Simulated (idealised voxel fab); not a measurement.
Herein follows the process module entitled voxel air gaps.
In the cross-section labelled cut, the width is 225 nm and each square cell is 5 nm.
If you're reading a cross-section in this doc, picture square cells in a grid; it comes to you as bands, top ones listed first down to the bottom, and a band can be one or more rows of cells.
Heights first: top, then bottom, in nm. Then materials, left to right, each with a width in nm. "edge to edge" on a single material: fills the band edge to edge. "empty": empty space.
It should be noted that heights are counted from 0, beneath which the wafer as supplied is of one material throughout, and that the lowest band possesses no lower boundary but continues downward, as written in "0 -> down".
The two numbers in a width such as "30..40" mark its ends across the band: the first belongs to the top row of cells, the second to the bottom row, and from each row to the next the width moves by the same amount.
"all unchanged" -> step changed no cross-section cell.
The label "Sealed voids" introduces a list of the empty spaces, 8 cells or larger, that have no open way up to the top; each entry in it reads width x height at distance, where the distance is taken from the left edge and all three are stated in nm.
On a step's line, text after the settings is the simulator commenting on that step.
On any step carrying a mask, the "overlay nm" setting, if present on the step's line, tells how far right of its planned place the mask lay; negative values point to the left.
### This section lists the process steps that were planned
1. RECEIVE | material Si
2. CONFORMAL_DEP | material SiO2 | thk nm 10
3. CONFORMAL_DEP | material SiCN | thk nm 5
4. DIRECTIONAL_DEP | material SiO2 | thk nm 40
5. PATTERN | tone open | mask id LINES | material resist | width nm 20 | pitch nm 45 | thk nm 15 | overlay nm 0
6. DIRECTIONAL_ETCH | etch materials SiO2 | depth nm 40
7. STRIP | etch materials resist
8. CONFORMAL_DEP | material TiN | thk nm 5
9. FILL_DEP | material W | thk nm 10
10. CMP | height nm 55
11. EPI | material Ru | thk nm 10
12. SELECTIVE_ETCH | etch materials SiO2 | depth nm 50
13. CONFORMAL_DEP | material SiCN | thk nm 5
### Cross-section of the incoming wafer, state after step 1
> 0 -> down  Si edge to edge
> Sealed voids: none
### The following cross-section depicts the wafer upon conclusion of the module. Processing commenced from the starting condition illustrated above and adhered to the plan illustrated above, save for one mistake in execution
> 70 -> 65  50 empty, then 140 SiCN, then 35 empty
> 65 -> 55  50 empty, then 5 SiCN, then 40 Ru, then 5 SiCN, then 40 Ru, then 5 SiCN, then 40 Ru, then 5 SiCN, then 35 empty
> 55 -> 50  50 empty, then 15 SiCN, then 5 TiN, then 10 W, then 5 TiN, then 25 SiCN, then 5 TiN, then 10 W, then 5 TiN, then 25 SiCN, then 5 TiN, then 10 W, then 5 TiN, then 15 SiCN, then 35 empty
> 50 -> 20  60 empty, then 5 SiCN, then 5 TiN, then 10 W, then 5 TiN, then 5 SiCN, then 15 empty, then 5 SiCN, then 5 TiN, then 10 W, then 5 TiN, then 5 SiCN, then 15 empty, then 5 SiCN, then 5 TiN, then 10 W, then 5 TiN, then 5 SiCN, then 45 empty
> 20 -> 15  65 SiCN, then 20 TiN, then 25 SiCN, then 20 TiN, then 25 SiCN, then 20 TiN, then 50 SiCN
> 15 -> 10  SiCN edge to edge
> 10 -> 0  SiO2 edge to edge
> 0 -> down  Si edge to edge
> Sealed voids: 15 x 30 at 90; 15 x 30 at 135
Which mistake was made when the wafer was run? note that step 5 departed from the planned setting and was carried out as PATTERN | tone open | mask id LINES | material resist | width nm 20 | pitch nm 45 | thk nm 15 | overlay nm 10
